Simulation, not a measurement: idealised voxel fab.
process module | voxel self aligned vias
cross-section cut | 185 nm wide | cells 5 nm
A cross-section is a grid of square cells, given in bands from the top down. A band is one or more rows of cells.
Each band's line starts with the height of the band's top and of its bottom, in nm. Then come its materials from left to right, each with its width in nm. One material with "throughout" fills the band from edge to edge. "air" is empty space.
Height 0 is the level under which the wafer as received is all one material. The lowest band goes on downwards, as in "0 down".
A width such as "30 to 40" changes by the same amount from each row of cells to the next, from the band's top row to its bottom row.
"no change" after a step means that no cell of the cross-section changed.
closed voids: empty space of 8 cells or more with no open way to the top, each as width x height at its distance from the left edge, in nm
after a step's settings: what the simulator itself notes on the step
overlay nm, on a step with a mask: how far to the right of its planned place the mask lay; to the left if negative
plan
1 op RECEIVE | material Si
2 op CONFORMAL_DEP | material SiO2 | thk nm 10
3 op CONFORMAL_DEP | material SiCN | thk nm 5
4 op DIRECTIONAL_DEP | material SiO2 | thk nm 25
5 op PATTERN | tone open | mask id LINES | material resist | width nm 25 | pitch nm 55 | thk nm 20 | overlay nm 0
6 op DIRECTIONAL_ETCH | etch materials SiO2 | depth nm 25
7 op STRIP | etch materials resist
8 op CONFORMAL_DEP | material TiN | thk nm 5
9 op FILL_DEP | material Ru | thk nm 5
10 op CMP | height nm 40
11 op SELECTIVE_ETCH | etch materials W Ru TiN | depth nm 5
12 op FILL_DEP | material SiN | thk nm 5
13 op CMP | height nm 40
14 op DIRECTIONAL_DEP | material SiO2 | thk nm 15
15 op DIRECTIONAL_DEP | material aC | thk nm 10
16 op PATTERN | tone open | mask id VIAS | material resist | width nm 35 | thk nm 30 | overlay nm 0
17 op DIRECTIONAL_ETCH | etch materials aC | depth nm 10
18 op STRIP | etch materials resist
19 op DIRECTIONAL_ETCH | etch materials SiO2 | depth nm 15
20 op DIRECTIONAL_ETCH | etch materials SiN | depth nm 5
21 op STRIP | etch materials aC
22 op CONFORMAL_DEP | material TiN | thk nm 5
23 op FILL_DEP | material Cu | thk nm 5
24 op CMP | height nm 55
25 op CONFORMAL_DEP | material SiN | thk nm 5
first wafer, as planned
as received, after step 1
  0 down: Si throughout
  closed voids: none
after step 2
  10 to 0: SiO2 throughout
  below 0: unchanged
after step 3
  15 to 10: SiCN throughout
  below 10: unchanged
after step 4
  40 to 15: SiO2 throughout
  below 15: unchanged
after step 5
  60 to 40: resist 50 | air 25 | resist 30 | air 25 | resist 55
  below 40: unchanged
after step 6
  60 to 40: resist 50 | air 25 | resist 30 | air 25 | resist 55
  40 to 15: SiO2 50 | air 25 | SiO2 30 | air 25 | SiO2 55
  below 15: unchanged
after step 7
  40 to 15: SiO2 50 | air 25 | SiO2 30 | air 25 | SiO2 55
  below 15: unchanged
after step 8
  45 to 40: TiN 55 | air 15 | TiN 40 | air 15 | TiN 60
  40 to 20: SiO2 50 | TiN 5 | air 15 | TiN 5 | SiO2 30 | TiN 5 | air 15 | TiN 5 | SiO2 55
  20 to 15: SiO2 50 | TiN 25 | SiO2 30 | TiN 25 | SiO2 55
  below 15: unchanged
after step 9
  50 to 45: Ru throughout
  45 to 40: TiN 55 | Ru 15 | TiN 40 | Ru 15 | TiN 60
  40 to 20: SiO2 50 | TiN 5 | Ru 15 | TiN 5 | SiO2 30 | TiN 5 | Ru 15 | TiN 5 | SiO2 55
  below 20: unchanged
after step 10
  40 to 20: SiO2 50 | TiN 5 | Ru 15 | TiN 5 | SiO2 30 | TiN 5 | Ru 15 | TiN 5 | SiO2 55
  below 20: unchanged
after step 11
  40 to 35: SiO2 50 | air 25 | SiO2 30 | air 25 | SiO2 55
  below 35: unchanged
after step 12
  45 to 40: SiN throughout
  40 to 35: SiO2 50 | SiN 25 | SiO2 30 | SiN 25 | SiO2 55
  below 35: unchanged
after step 13
  40 to 35: SiO2 50 | SiN 25 | SiO2 30 | SiN 25 | SiO2 55
  below 35: unchanged
after step 14
  55 to 40: SiO2 throughout
  below 40: unchanged
after step 15
  65 to 55: aC throughout
  below 55: unchanged
after step 16
  95 to 65: resist 45 | air 35 | resist 105
  below 65: unchanged
after step 17
  85 to 65: resist 45 | air 35 | resist 105
  65 to 55: aC 45 | air 35 | aC 105
  below 55: unchanged
after step 18
  65 to 55: aC 45 | air 35 | aC 105
  below 55: unchanged
after step 19
  65 to 55: aC 45 | air 35 | aC 105
  55 to 40: SiO2 45 | air 35 | SiO2 105
  below 40: unchanged
after step 20
  65 to 55: aC 45 | air 35 | aC 105
  55 to 40: SiO2 45 | air 35 | SiO2 105
  40 to 35: SiO2 50 | air 25 | SiO2 30 | SiN 25 | SiO2 55
  below 35: unchanged
after step 21
  55 to 40: SiO2 45 | air 35 | SiO2 105
  below 40: unchanged
after step 22
  60 to 55: TiN 50 | air 25 | TiN 110
  55 to 45: SiO2 45 | TiN 5 | air 25 | TiN 5 | SiO2 105
  45 to 40: SiO2 45 | TiN 10 | air 15 | TiN 10 | SiO2 105
  40 to 35: SiO2 50 | TiN 25 | SiO2 30 | SiN 25 | SiO2 55
  below 35: unchanged
after step 23
  65 to 60: Cu throughout
  60 to 55: TiN 50 | Cu 25 | TiN 110
  55 to 45: SiO2 45 | TiN 5 | Cu 25 | TiN 5 | SiO2 105
  45 to 40: SiO2 45 | TiN 10 | Cu 15 | TiN 10 | SiO2 105
  below 40: unchanged
after step 24
  55 to 45: SiO2 45 | TiN 5 | Cu 25 | TiN 5 | SiO2 105
  below 45: unchanged
after step 25
  60 to 55: SiN throughout
  below 55: unchanged
second wafer: like start, like plan, one mistake. Through step 2 it matches the first wafer
when step 3 should have ended
  35 to 0: SiO2 throughout
  below 0: unchanged
when step 4 should have ended
  40 to 35: SiCN throughout
  below 35: unchanged
when step 5 should have ended
  60 to 40: resist 50 | air 25 | resist 30 | air 25 | resist 55
  below 40: unchanged
when step 6 should have ended: no change
when step 7 should have ended
  40 to 35: SiCN throughout
  below 35: unchanged
when step 8 should have ended
  45 to 40: TiN throughout
  below 40: unchanged
when step 9 should have ended
  50 to 45: Ru throughout
  below 45: unchanged
when step 10 should have ended
  40 to 35: SiCN throughout
  below 35: unchanged
when step 11 should have ended: no change
when step 12 should have ended
  45 to 40: SiN throughout
  below 40: unchanged
when step 13 should have ended
  40 to 35: SiCN throughout
  below 35: unchanged
when step 14 should have ended
  55 to 40: SiO2 throughout
  below 40: unchanged
when step 15 should have ended
  65 to 55: aC throughout
  below 55: unchanged
when step 16 should have ended
  95 to 65: resist 45 | air 35 | resist 105
  below 65: unchanged
when step 17 should have ended
  85 to 65: resist 45 | air 35 | resist 105
  65 to 55: aC 45 | air 35 | aC 105
  below 55: unchanged
when step 18 should have ended
  65 to 55: aC 45 | air 35 | aC 105
  below 55: unchanged
when step 19 should have ended
  65 to 55: aC 45 | air 35 | aC 105
  55 to 40: SiO2 45 | air 35 | SiO2 105
  below 40: unchanged
when step 20 should have ended: no change
when step 21 should have ended
  55 to 40: SiO2 45 | air 35 | SiO2 105
  below 40: unchanged
when step 22 should have ended
  60 to 55: TiN 50 | air 25 | TiN 110
  55 to 45: SiO2 45 | TiN 5 | air 25 | TiN 5 | SiO2 105
  45 to 40: SiO2 45 | TiN 35 | SiO2 105
  below 40: unchanged
when step 23 should have ended
  65 to 60: Cu throughout
  60 to 55: TiN 50 | Cu 25 | TiN 110
  55 to 45: SiO2 45 | TiN 5 | Cu 25 | TiN 5 | SiO2 105
  below 45: unchanged
when step 24 should have ended
  55 to 45: SiO2 45 | TiN 5 | Cu 25 | TiN 5 | SiO2 105
  below 45: unchanged
when step 25 should have ended
  60 to 55: SiN throughout
  below 55: unchanged
what went wrong: steps 3 and 4 were swapped
at the end the second wafer has, in cells: 3 fewer of Cu | 18 fewer of Ru | 5 fewer of SiN | 50 more of SiO2 | 24 fewer of TiN
